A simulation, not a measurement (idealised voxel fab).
process module | voxel fin reveal
cross-section cut | 205 nm wide | cells 5 nm
A cross-section is a grid of square cells, given in bands from the top down. A band is one or more rows of cells.
Each band's line starts with the height of the band's top and of its bottom, in nm. Then come its materials from left to right, each with its width in nm. One material with "throughout" fills the band from edge to edge. "air" is empty space.
Height 0 is the level under which the wafer as received is all one material. The lowest band goes on downwards, as in "0 down".
A width such as "30 to 40" changes by the same amount from each row of cells to the next, from the band's top row to its bottom row.
"no change" after a step means that no cell of the cross-section changed.
closed voids: empty space of 8 cells or more with no open way to the top, each as width x height at its distance from the left edge, in nm
after a step's settings: what the simulator itself notes on the step
overlay nm, on a step with a mask: how far to the right of its planned place the mask lay; to the left if negative
plan
1 op RECEIVE | material Si
2 op CONFORMAL_DEP | material SiN | thk nm 5
3 op DIRECTIONAL_DEP | material aC | thk nm 15
4 op PATTERN | tone cover | mask id FINS | material resist | width nm 15 | pitch nm 40 | thk nm 30 | overlay nm 0
5 op DIRECTIONAL_ETCH | etch materials aC | depth nm 15
6 op STRIP | etch materials resist
7 op DIRECTIONAL_ETCH | etch materials SiN | depth nm 5
8 op DIRECTIONAL_ETCH | etch materials Si | depth nm 40
9 op STRIP | etch materials aC
10 op OXIDIZE | depth nm 5
11 op FILL_DEP | material SiO2 | thk nm 15
12 op CMP | height nm 5
13 op SELECTIVE_ETCH | etch materials SiO2 | depth nm 30
14 op STRIP | etch materials SiN
15 op CONFORMAL_DEP | material HfO2 | thk nm 5
as received, after step 1
  0 down: Si throughout
  closed voids: none
first wafer at the end, as planned
  5 to 0: air 55 | HfO2 15 | air 25 | HfO2 15 | air 25 | HfO2 15 | air 55
  0 to -20: air 55 | HfO2 5 | Si 5 | HfO2 5 | air 25 | HfO2 5 | Si 5 | HfO2 5 | air 25 | HfO2 5 | Si 5 | HfO2 5 | air 55
  -20 to -25: HfO2 60 | Si 5 | HfO2 35 | Si 5 | HfO2 35 | Si 5 | HfO2 60
  -25 to -45: SiO2 60 | Si 5 | SiO2 35 | Si 5 | SiO2 35 | Si 5 | SiO2 60
  -45 down: Si throughout
  closed voids: none
second wafer at the end: like start, like plan, one mistake
  5 to 0: air 65 | HfO2 15 | air 25 | HfO2 15 | air 25 | HfO2 15 | air 45
  0 to -20: air 65 | HfO2 5 | Si 5 | HfO2 5 | air 25 | HfO2 5 | Si 5 | HfO2 5 | air 25 | HfO2 5 | Si 5 | HfO2 5 | air 45
  -20 to -25: HfO2 70 | Si 5 | HfO2 35 | Si 5 | HfO2 35 | Si 5 | HfO2 50
  -25 to -45: SiO2 70 | Si 5 | SiO2 35 | Si 5 | SiO2 35 | Si 5 | SiO2 50
  -45 down: Si throughout
  closed voids: none
what went wrong: step 4 ran as: op PATTERN | tone cover | mask id FINS | material resist | width nm 15 | pitch nm 40 | thk nm 30 | overlay nm 10
at the end the second wafer has, in cells: as many of each material as the first, in other places
